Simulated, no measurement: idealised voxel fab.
process module | voxel quadruple lines
cross-section cut | 245 nm wide | cells 5 nm
A cross-section is a grid of square cells, given in bands from the top down. A band is one or more rows of cells.
Each band's line starts with the height of the band's top and of its bottom, in nm. Then come its materials from left to right, each with its width in nm. One material with "throughout" fills the band from edge to edge. "air" is empty space.
Height 0 is the level under which the wafer as received is all one material. The lowest band goes on downwards, as in "0 down".
A width such as "30 to 40" changes by the same amount from each row of cells to the next, from the band's top row to its bottom row.
"no change" after a step means that no cell of the cross-section changed.
closed voids: empty space of 8 cells or more with no open way to the top, each as width x height at its distance from the left edge, in nm
after a step's settings: what the simulator itself notes on the step
overlay nm, on a step with a mask: how far to the right of its planned place the mask lay; to the left if negative
plan
1 op RECEIVE | material Si
2 op CONFORMAL_DEP | material Al2O3 | thk nm 5
3 op DIRECTIONAL_DEP | material TiN | thk nm 10
4 op DIRECTIONAL_DEP | material polySi | thk nm 20
5 op DIRECTIONAL_DEP | material aC | thk nm 25
6 op PATTERN | tone cover | mask id MANDREL | material resist | width nm 35 | pitch nm 100 | thk nm 30 | overlay nm 0
7 op DIRECTIONAL_ETCH | etch materials aC | depth nm 25
8 op STRIP | etch materials resist
9 op CONFORMAL_DEP | material SiO2 | thk nm 15
10 op DIRECTIONAL_ETCH | etch materials SiO2 | depth nm 15
11 op STRIP | etch materials aC
12 op DIRECTIONAL_ETCH | etch materials polySi | depth nm 20
13 op STRIP | etch materials SiO2
14 op CONFORMAL_DEP | material SiCN | thk nm 10
15 op DIRECTIONAL_ETCH | etch materials SiCN | depth nm 10
16 op STRIP | etch materials polySi
17 op DIRECTIONAL_ETCH | etch materials TiN | depth nm 10
18 op STRIP | etch materials SiCN
first wafer, as planned
as received, after step 1
  0 down: Si throughout
  closed voids: none
after step 2
  5 to 0: Al2O3 throughout
  below 0: unchanged
after step 3
  15 to 5: TiN throughout
  below 5: unchanged
after step 4
  35 to 15: polySi throughout
  below 15: unchanged
after step 5
  60 to 35: aC throughout
  below 35: unchanged
after step 6
  90 to 60: air 55 | resist 35 | air 65 | resist 35 | air 55
  below 60: unchanged
after step 7
  65 to 60: air 55 | resist 35 | air 65 | resist 35 | air 55
  60 to 35: air 55 | aC 35 | air 65 | aC 35 | air 55
  below 35: unchanged
after step 8
  60 to 35: air 55 | aC 35 | air 65 | aC 35 | air 55
  below 35: unchanged
after step 9
  75 to 60: air 40 | SiO2 65 | air 35 | SiO2 65 | air 40
  60 to 50: air 40 | SiO2 15 | aC 35 | SiO2 15 | air 35 | SiO2 15 | aC 35 | SiO2 15 | air 40
  50 to 35: SiO2 55 | aC 35 | SiO2 65 | aC 35 | SiO2 55
  below 35: unchanged
after step 10
  60 to 35: air 40 | SiO2 15 | aC 35 | SiO2 15 | air 35 | SiO2 15 | aC 35 | SiO2 15 | air 40
  below 35: unchanged
after step 11
  60 to 35: air 40 | SiO2 15 | air 35 | SiO2 15 | air 35 | SiO2 15 | air 35 | SiO2 15 | air 40
  below 35: unchanged
after step 12
  60 to 35: air 40 | SiO2 15 | air 35 | SiO2 15 | air 35 | SiO2 15 | air 35 | SiO2 15 | air 40
  35 to 15: air 40 | polySi 15 | air 35 | polySi 15 | air 35 | polySi 15 | air 35 | polySi 15 | air 40
  below 15: unchanged
after step 13
  35 to 15: air 40 | polySi 15 | air 35 | polySi 15 | air 35 | polySi 15 | air 35 | polySi 15 | air 40
  below 15: unchanged
after step 14
  45 to 35: air 30 | SiCN 35 | air 15 | SiCN 35 | air 15 | SiCN 35 | air 15 | SiCN 35 | air 30
  35 to 25: air 30 | SiCN 10 | polySi 15 | SiCN 10 | air 15 | SiCN 10 | polySi 15 | SiCN 10 | air 15 | SiCN 10 | polySi 15 | SiCN 10 | air 15 | SiCN 10 | polySi 15 | SiCN 10 | air 30
  25 to 15: SiCN 40 | polySi 15 | SiCN 35 | polySi 15 | SiCN 35 | polySi 15 | SiCN 35 | polySi 15 | SiCN 40
  below 15: unchanged
after step 15
  35 to 15: air 30 | SiCN 10 | polySi 15 | SiCN 10 | air 15 | SiCN 10 | polySi 15 | SiCN 10 | air 15 | SiCN 10 | polySi 15 | SiCN 10 | air 15 | SiCN 10 | polySi 15 | SiCN 10 | air 30
  below 15: unchanged
after step 16
  35 to 15: air 30 | SiCN 10 | air 15 | SiCN 10 | air 15 | SiCN 10 | air 15 | SiCN 10 | air 15 | SiCN 10 | air 15 | SiCN 10 | air 15 | SiCN 10 | air 15 | SiCN 10 | air 30
  below 15: unchanged
after step 17
  35 to 15: air 30 | SiCN 10 | air 15 | SiCN 10 | air 15 | SiCN 10 | air 15 | SiCN 10 | air 15 | SiCN 10 | air 15 | SiCN 10 | air 15 | SiCN 10 | air 15 | SiCN 10 | air 30
  15 to 5: air 30 | TiN 10 | air 15 | TiN 10 | air 15 | TiN 10 | air 15 | TiN 10 | air 15 | TiN 10 | air 15 | TiN 10 | air 15 | TiN 10 | air 15 | TiN 10 | air 30
  below 5: unchanged
after step 18
  15 to 5: air 30 | TiN 10 | air 15 | TiN 10 | air 15 | TiN 10 | air 15 | TiN 10 | air 15 | TiN 10 | air 15 | TiN 10 | air 15 | TiN 10 | air 15 | TiN 10 | air 30
  below 5: unchanged
second wafer: like start, like plan, one mistake. Through step 10 it matches the first wafer
when step 11 should have ended
  60 to 35: air 40 | SiO2 15 | air 35 | SiO2 15 | air 35 | SiO2 15 | air 35 | SiO2 15 | air 40
  below 35: unchanged
when step 12 should have ended
  60 to 35: air 40 | SiO2 15 | air 35 | SiO2 15 | air 35 | SiO2 15 | air 35 | SiO2 15 | air 40
  35 to 15: air 40 | polySi 15 | air 35 | polySi 15 | air 35 | polySi 15 | air 35 | polySi 15 | air 40
  below 15: unchanged
when step 13 should have ended
  35 to 15: air 40 | polySi 15 | air 35 | polySi 15 | air 35 | polySi 15 | air 35 | polySi 15 | air 40
  below 15: unchanged
when step 14 should have ended
  45 to 35: air 30 | SiCN 35 | air 15 | SiCN 35 | air 15 | SiCN 35 | air 15 | SiCN 35 | air 30
  35 to 25: air 30 | SiCN 10 | polySi 15 | SiCN 10 | air 15 | SiCN 10 | polySi 15 | SiCN 10 | air 15 | SiCN 10 | polySi 15 | SiCN 10 | air 15 | SiCN 10 | polySi 15 | SiCN 10 | air 30
  25 to 15: SiCN 40 | polySi 15 | SiCN 35 | polySi 15 | SiCN 35 | polySi 15 | SiCN 35 | polySi 15 | SiCN 40
  below 15: unchanged
when step 15 should have ended
  35 to 15: air 30 | SiCN 10 | polySi 15 | SiCN 10 | air 15 | SiCN 10 | polySi 15 | SiCN 10 | air 15 | SiCN 10 | polySi 15 | SiCN 10 | air 15 | SiCN 10 | polySi 15 | SiCN 10 | air 30
  below 15: unchanged
when step 16 should have ended
  35 to 15: air 30 | SiCN 10 | air 15 | SiCN 10 | air 15 | SiCN 10 | air 15 | SiCN 10 | air 15 | SiCN 10 | air 15 | SiCN 10 | air 15 | SiCN 10 | air 15 | SiCN 10 | air 30
  below 15: unchanged
when step 17 should have ended
  35 to 15: air 30 | SiCN 10 | air 15 | SiCN 10 | air 15 | SiCN 10 | air 15 | SiCN 10 | air 15 | SiCN 10 | air 15 | SiCN 10 | air 15 | SiCN 10 | air 15 | SiCN 10 | air 30
  15 to 5: air 30 | TiN 10 | air 15 | TiN 10 | air 15 | TiN 10 | air 15 | TiN 10 | air 15 | TiN 10 | air 15 | TiN 10 | air 15 | TiN 10 | air 15 | TiN 10 | air 30
  below 5: unchanged
when step 18 should have ended
  15 to 5: air 30 | TiN 10 | air 15 | TiN 10 | air 15 | TiN 10 | air 15 | TiN 10 | air 15 | TiN 10 | air 15 | TiN 10 | air 15 | TiN 10 | air 15 | TiN 10 | air 30
  below 5: unchanged
what went wrong: step 11 was run twice
at the end the two cross-sections are the same: no effect in what this model computes
